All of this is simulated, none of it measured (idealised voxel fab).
process module | voxel spacer lines
cross-section cut | 295 nm wide | cells 5 nm
A cross-section is a grid of square cells, given in bands from the top down. A band is one or more rows of cells.
Each band's line starts with the height of the band's top and of its bottom, in nm. Then come its materials from left to right, each with its width in nm. One material with "throughout" fills the band from edge to edge. "air" is empty space.
Height 0 is the level under which the wafer as received is all one material. The lowest band goes on downwards, as in "0 down".
A width such as "30 to 40" changes by the same amount from each row of cells to the next, from the band's top row to its bottom row.
"no change" after a step means that no cell of the cross-section changed.
closed voids: empty space of 8 cells or more with no open way to the top, each as width x height at its distance from the left edge, in nm
after a step's settings: what the simulator itself notes on the step
overlay nm, on a step with a mask: how far to the right of its planned place the mask lay; to the left if negative
plan
1 op RECEIVE | material Si
2 op CONFORMAL_DEP | material Al2O3 | thk nm 5
3 op DIRECTIONAL_DEP | material W | thk nm 15
4 op DIRECTIONAL_DEP | material aC | thk nm 20
5 op PATTERN | tone cover | mask id MANDREL | material resist | width nm 15 | pitch nm 60 | thk nm 25 | overlay nm 0
6 op DIRECTIONAL_ETCH | etch materials aC | depth nm 20
7 op STRIP | etch materials resist
8 op CONFORMAL_DEP | material SiN | thk nm 10
9 op DIRECTIONAL_ETCH | etch materials SiN | depth nm 10
10 op STRIP | etch materials aC
11 op DIRECTIONAL_ETCH | etch materials W | depth nm 15
12 op STRIP | etch materials SiN
13 op FILL_DEP | material lowk | thk nm 5
14 op CMP | height nm 20
varied across the wafers: width nm of step 5. The plan shows the first wafer's value. All wafers start alike
first wafer as received, after step 1
  0 down: Si throughout
  closed voids: none
each wafer at the end: cells of each material gained (+) or lost (-) since it was received, then its closed voids
width nm 15 | +59 Al2O3 | +36 W | +141 lowk | closed voids: none
width nm 20 | +59 Al2O3 | +36 W | +141 lowk | closed voids: none
width nm 25 | +59 Al2O3 | +36 W | +141 lowk | closed voids: none
width nm 30 | +59 Al2O3 | +36 W | +141 lowk | closed voids: none
width nm 35 | +59 Al2O3 | +36 W | +141 lowk | closed voids: none
